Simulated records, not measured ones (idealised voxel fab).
Name of the process module below: voxel double patterning
Cross-section cut: width 290 nm, square cells of 5 nm.
Cross-section layout: square cells on a grid; listed as bands, top to bottom; a band spans one or more cell rows. Heights first: top, then bottom, in nm. Then materials, left to right, each with a width in nm. "all across" on a single material: fills the band edge to edge. "empty": empty space. Zero point of the height axis is 0; under it, received wafer = one material. Lowest band: continues down indefinitely, "0 nm and below". A width given as "30 to 40" starts at the first number in the band's top row and ends at the second number in its bottom row, shifting by an equal amount at every step from row to row. Basically "remained unchanged" means that step didn't change any cell in the cross-section. Empty spaces counting at least 8 cells and having no open way to the top are listed in "Fully sealed cavities". The notation width x height at distance is used for each, the distance being from the left edge and all three values in nm. Text after the settings on a step's line: the simulator's own remark on that step. overlay nm: how far to the right of its planned place the mask lay on this masked step (negative: to the left).
STEPS IN THE PROCESS PLAN
| 1 | RECEIVE | material Si |
| 2 | CONFORMAL_DEP | material SiO2 | thk nm 5 |
| 3 | DIRECTIONAL_DEP | material polySi | thk nm 10 |
| 4 | DIRECTIONAL_DEP | material SiCN | thk nm 5 |
| 5 | PATTERN | tone open | mask id FIRST | material resist | width nm 15 | pitch nm 50 | thk nm 20 | overlay nm 0 |
| 6 | DIRECTIONAL_ETCH | etch materials SiCN | depth nm 5 |
| 7 | STRIP | etch materials resist |
| 8 | PATTERN | tone open | mask id SECOND | material resist | width nm 15 | thk nm 15 | overlay nm 0 |
| 9 | DIRECTIONAL_ETCH | etch materials SiCN | depth nm 5 |
| 10 | STRIP | etch materials resist |
| 11 | DIRECTIONAL_ETCH | etch materials polySi | depth nm 10 |
| 12 | STRIP | etch materials SiCN |
FIRST WAFER OF TWO (RUN AS PLANNED)
AS RECEIVED (POST STEP 1): CROSS-SECTION
> 0 nm and below: Si all across
> Fully sealed cavities: none
SO THIS IS THE WAFER CROSS-SECTION RIGHT AFTER STEP 2
> 5 nm to 0 nm: SiO2 all across
> Anything lower than 0 is untouched.
SO THIS IS THE WAFER CROSS-SECTION RIGHT AFTER STEP 3
> 15 nm to 5 nm: polySi all across
> Anything lower than 5 is untouched.
SO THIS IS THE WAFER CROSS-SECTION RIGHT AFTER STEP 4
> 20 nm to 15 nm: SiCN all across
> Anything lower than 15 is untouched.
SO THIS IS THE WAFER CROSS-SECTION RIGHT AFTER STEP 5
> 40 nm to 20 nm: 110 nm resist; 15 nm empty; 35 nm resist; 15 nm empty; 115 nm resist
> Anything lower than 20 is untouched.
SO THIS IS THE WAFER CROSS-SECTION RIGHT AFTER STEP 6
> 40 nm to 20 nm: 110 nm resist; 15 nm empty; 35 nm resist; 15 nm empty; 115 nm resist
> 20 nm to 15 nm: 110 nm SiCN; 15 nm empty; 35 nm SiCN; 15 nm empty; 115 nm SiCN
> Anything lower than 15 is untouched.
SO THIS IS THE WAFER CROSS-SECTION RIGHT AFTER STEP 7
> 20 nm to 15 nm: 110 nm SiCN; 15 nm empty; 35 nm SiCN; 15 nm empty; 115 nm SiCN
> Anything lower than 15 is untouched.
SO THIS IS THE WAFER CROSS-SECTION RIGHT AFTER STEP 8
> 35 nm to 20 nm: 135 nm resist; 15 nm empty; 140 nm resist
> 20 nm to 15 nm: 110 nm SiCN; 15 nm resist; 35 nm SiCN; 15 nm resist; 115 nm SiCN
> Anything lower than 15 is untouched.
SO THIS IS THE WAFER CROSS-SECTION RIGHT AFTER STEP 9
> 35 nm to 20 nm: 135 nm resist; 15 nm empty; 140 nm resist
> 20 nm to 15 nm: 110 nm SiCN; 15 nm resist; 10 nm SiCN; 15 nm empty; 10 nm SiCN; 15 nm resist; 115 nm SiCN
> Anything lower than 15 is untouched.
SO THIS IS THE WAFER CROSS-SECTION RIGHT AFTER STEP 10
> 20 nm to 15 nm: 110 nm SiCN; 15 nm empty; 10 nm SiCN; 15 nm empty; 10 nm SiCN; 15 nm empty; 115 nm SiCN
> Anything lower than 15 is untouched.
SO THIS IS THE WAFER CROSS-SECTION RIGHT AFTER STEP 11
> 20 nm to 15 nm: 110 nm SiCN; 15 nm empty; 10 nm SiCN; 15 nm empty; 10 nm SiCN; 15 nm empty; 115 nm SiCN
> 15 nm to 5 nm: 110 nm polySi; 15 nm empty; 10 nm polySi; 15 nm empty; 10 nm polySi; 15 nm empty; 115 nm polySi
> Anything lower than 5 is untouched.
SO THIS IS THE WAFER CROSS-SECTION RIGHT AFTER STEP 12
> 15 nm to 5 nm: 110 nm polySi; 15 nm empty; 10 nm polySi; 15 nm empty; 10 nm polySi; 15 nm empty; 115 nm polySi
> Anything lower than 5 is untouched.
NOW THE OTHER WAFER: SAME START, SAME RECIPE, BUT WE MESSED UP ONE THING WHEN RUNNING IT. UP TO AND INCLUDING STEP 7 IT'S THE SAME AS THE FIRST ONE
WHAT THE SECOND WAFER LOOKS LIKE IN CROSS-SECTION WHEN STEP 8 SHOULD HAVE WRAPPED UP
> 35 nm to 20 nm: 145 nm resist; 15 nm empty; 130 nm resist
> 20 nm to 15 nm: 110 nm SiCN; 15 nm resist; 35 nm SiCN; 15 nm resist; 115 nm SiCN
> Anything lower than 15 is untouched.
WHAT THE SECOND WAFER LOOKS LIKE IN CROSS-SECTION WHEN STEP 9 SHOULD HAVE WRAPPED UP
> 35 nm to 20 nm: 145 nm resist; 15 nm empty; 130 nm resist
> 20 nm to 15 nm: 110 nm SiCN; 15 nm resist; 20 nm SiCN; 15 nm empty; 15 nm resist; 115 nm SiCN
> Anything lower than 15 is untouched.
WHAT THE SECOND WAFER LOOKS LIKE IN CROSS-SECTION WHEN STEP 10 SHOULD HAVE WRAPPED UP
> 20 nm to 15 nm: 110 nm SiCN; 15 nm empty; 20 nm SiCN; 30 nm empty; 115 nm SiCN
> Anything lower than 15 is untouched.
WHAT THE SECOND WAFER LOOKS LIKE IN CROSS-SECTION WHEN STEP 11 SHOULD HAVE WRAPPED UP
> 20 nm to 15 nm: 110 nm SiCN; 15 nm empty; 20 nm SiCN; 30 nm empty; 115 nm SiCN
> 15 nm to 5 nm: 110 nm polySi; 15 nm empty; 20 nm polySi; 30 nm empty; 115 nm polySi
> Anything lower than 5 is untouched.
WHAT THE SECOND WAFER LOOKS LIKE IN CROSS-SECTION WHEN STEP 12 SHOULD HAVE WRAPPED UP
> 15 nm to 5 nm: 110 nm polySi; 15 nm empty; 20 nm polySi; 30 nm empty; 115 nm polySi
> Anything lower than 5 is untouched.
what went wrong: step 8 was run on a setting that differed from the plan, and what really ran there is PATTERN | tone open | mask id SECOND | material resist | width nm 15 | thk nm 15 | overlay nm 10
At the end, each material covers as many cells on the second wafer as it does on the first, though the cells it covers are elsewhere.
